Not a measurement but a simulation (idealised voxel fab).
Process module name: voxel gate over fins
Each square cell in cross-section cut measures 5 nm, and the section as a whole is 225 nm wide.
Bands, listed from the top down, are how a cross-section gets written in this document; the cross-section itself is a grid of square cells, and a band is one or more rows of them. Band: top height; bottom height; in nm. Then, left to right: material with width in nm, for each material. "throughout": a single material spanning edge to edge. "empty": empty space. Basically, 0 is our baseline, since under it the wafer straight out of the box is all one material. The bottom band has no lower end and keeps on going down, so it looks like "0..down". A width such as "30..40" changes by the same amount from each row of cells to the next, from the band's top row to its bottom row. "no change occurred", as given for a step, is the statement that not any cell of the cross-section underwent a change during that step. Basically, "Closed void catalog" tells you about the enclosed voids: empty spaces with no open way to the top, 8 cells or bigger, each written width x height at distance, where distance is from the left edge, all in nm. Formally, on a step line, whatever follows the settings is a remark that the simulator itself makes on the step. overlay nm: mask right of planned place by this much (step with mask). Neg. = left.

Set out below are the planned steps of the process:
1 RECEIVE | material Si
2 CONFORMAL_DEP | material SiN | thk nm 10
3 MASKED_ETCH | tone cover | mask id FINS | width nm 15 | pitch nm 60 | etch materials SiN | depth nm 10 | overlay nm 0
4 MASKED_ETCH | tone cover | mask id FINS | width nm 15 | pitch nm 60 | etch materials Si | depth nm 40 | overlay nm 0
5 OXIDIZE | depth nm 5
6 FILL_DEP | material SiO2 | thk nm 10
7 CMP | height nm 10
8 MASKED_ETCH | tone open | mask id RAIL | width nm 15 | etch materials SiO2 | depth nm 45 | overlay nm 0
9 CONFORMAL_DEP | material TiN | thk nm 5
10 FILL_DEP | material W | thk nm 10
11 CMP | height nm 10
12 SELECTIVE_ETCH | etch materials W Ru TiN | depth nm 30
13 FILL_DEP | material SiO2 | thk nm 5
14 CMP | height nm 10
15 SELECTIVE_ETCH | etch materials SiO2 | depth nm 20
16 STRIP | etch materials SiN
17 CONFORMAL_DEP | material HfO2 | thk nm 5
18 CONFORMAL_DEP | material TiN | thk nm 5
19 FILL_DEP | material W | thk nm 15
20 CMP | height nm 20
21 CONFORMAL_DEP | material SiCN | thk nm 5

This is the cross-section of the wafer as we received it, i.e. after step 1:
  0..down | Si throughout
  Closed void catalog: none

Post-module cross-section: identical start and plan to those above, one misstep in execution:
  25..20 | SiCN throughout
  20..10 | W throughout
  10..5 | W 40 nm, HfO2 25 nm, W 35 nm, HfO2 25 nm, W 35 nm, HfO2 25 nm, W 40 nm
  5..0 | W 40 nm, HfO2 5 nm, TiN 15 nm, HfO2 5 nm, W 35 nm, HfO2 5 nm, TiN 15 nm, HfO2 5 nm, W 35 nm, HfO2 5 nm, TiN 15 nm, HfO2 5 nm, W 40 nm
  0..-5 | HfO2 45 nm, TiN 5 nm, Si 5 nm, TiN 5 nm, HfO2 45 nm, TiN 5 nm, Si 5 nm, TiN 5 nm, HfO2 45 nm, TiN 5 nm, Si 5 nm, TiN 5 nm, HfO2 45 nm
  -5..-10 | TiN 50 nm, Si 5 nm, TiN 55 nm, Si 5 nm, TiN 55 nm, Si 5 nm, TiN 50 nm
  -10..-20 | SiO2 50 nm, Si 5 nm, SiO2 55 nm, Si 5 nm, SiO2 55 nm, Si 5 nm, SiO2 50 nm
  -20..-30 | SiO2 50 nm, Si 5 nm, SiO2 20 nm, TiN 5 nm, W 5 nm, TiN 5 nm, SiO2 20 nm, Si 5 nm, SiO2 55 nm, Si 5 nm, SiO2 50 nm
  -30..-35 | SiO2 50 nm, Si 5 nm, SiO2 20 nm, TiN 15 nm, SiO2 20 nm, Si 5 nm, SiO2 55 nm, Si 5 nm, SiO2 50 nm
  -35..-45 | SiO2 50 nm, Si 5 nm, SiO2 55 nm, Si 5 nm, SiO2 55 nm, Si 5 nm, SiO2 50 nm
  -45..down | Si throughout
  Closed void catalog: none
Diagnosis: steps 17 and 18 were swapped
